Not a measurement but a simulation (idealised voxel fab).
This is a process module. Its name is voxel spacer lines.
225 nm wide, 5 nm square cells: that's cross-section cut.
Cross-section format: a grid of square cells, given as bands from top to bottom; each band is one or more rows of cells. Top height, bottom height, nm. Materials left to right, width each, nm. Single material + "edge to edge" = fills band edge to edge. "empty" = empty. The level at which height equals 0 is the one under which the wafer, as it arrives, is entirely one material. No lower edge exists for the bottom band, which continues downward and is notated as in "0 nm and below". Width spec "30->40" -> top row of cells at first value, bottom row at second value, equal per-row change in between. What does "no change occurred" mean for a step? It means no cell of the cross-section changed in that step. Empty spaces without an open route to the top, at least 8 cells in extent, make up the entry "Unvented internal voids"; each is given as width x height at distance, where the distance is measured from the left edge, and all are in nm. The remark found on a step's line after its settings is issued by the simulator itself and pertains to that step. overlay nm, on a step with a mask: how far to the right of its planned place the mask lay; to the left if negative.
# plan
1) RECEIVE,material Si
2) CONFORMAL_DEP,material Al2O3,thk nm 10
3) DIRECTIONAL_DEP,material TiN,thk nm 15
4) DIRECTIONAL_DEP,material polySi,thk nm 20
5) PATTERN,tone cover,mask id MANDREL,material resist,width nm 15,pitch nm 80,thk nm 30,overlay nm 0
6) DIRECTIONAL_ETCH,etch materials polySi,depth nm 20
7) STRIP,etch materials resist
8) CONFORMAL_DEP,material SiO2,thk nm 15
9) DIRECTIONAL_ETCH,etch materials SiO2,depth nm 15
10) STRIP,etch materials polySi
11) DIRECTIONAL_ETCH,etch materials TiN,depth nm 15
12) STRIP,etch materials SiO2
13) FILL_DEP,material lowk,thk nm 10
14) CMP,height nm 25
Among the wafers covered here, the point of difference is the width nm at step 5; their starting state is shared, and the plan presents the value of the first wafer.
# The first of several wafers, as received after step 1, seen in section
- 0 nm and below  Si edge to edge
- Unvented internal voids: none
# first wafer at the end, after step 14
- 25 nm to 10 nm  50 of lowk | 15 of TiN | 15 of lowk | 15 of TiN | 35 of lowk | 15 of TiN | 15 of lowk | 15 of TiN | 50 of lowk
- 10 nm to 0 nm  Al2O3 edge to edge
- 0 nm and below  Si edge to edge
- Unvented internal voids: none
# Last wafer of the set, cross-sectioned at end of module
- 25 nm to 10 nm  40 of lowk | 15 of TiN | 40 of lowk | 15 of TiN | 10 of lowk | 15 of TiN | 40 of lowk | 15 of TiN | 35 of lowk
- 10 nm to 0 nm  Al2O3 edge to edge
- 0 nm and below  Si edge to edge
- Unvented internal voids: none
# Here is how to read the rows: every wafer has a row, and it shows the wafer at the end of the module, giving for each material how many cells were gained (+) or lost (-) since the wafer was received, then listing its closed voids
width nm 15; +90 Al2O3; +36 TiN; +99 lowk; Unvented internal voids: none
width nm 20; +90 Al2O3; +36 TiN; +99 lowk; Unvented internal voids: none
width nm 25; +90 Al2O3; +36 TiN; +99 lowk; Unvented internal voids: none
width nm 30; +90 Al2O3; +36 TiN; +99 lowk; Unvented internal voids: none
width nm 35; +90 Al2O3; +36 TiN; +99 lowk; Unvented internal voids: none
width nm 40; +90 Al2O3; +36 TiN; +99 lowk; Unvented internal voids: none
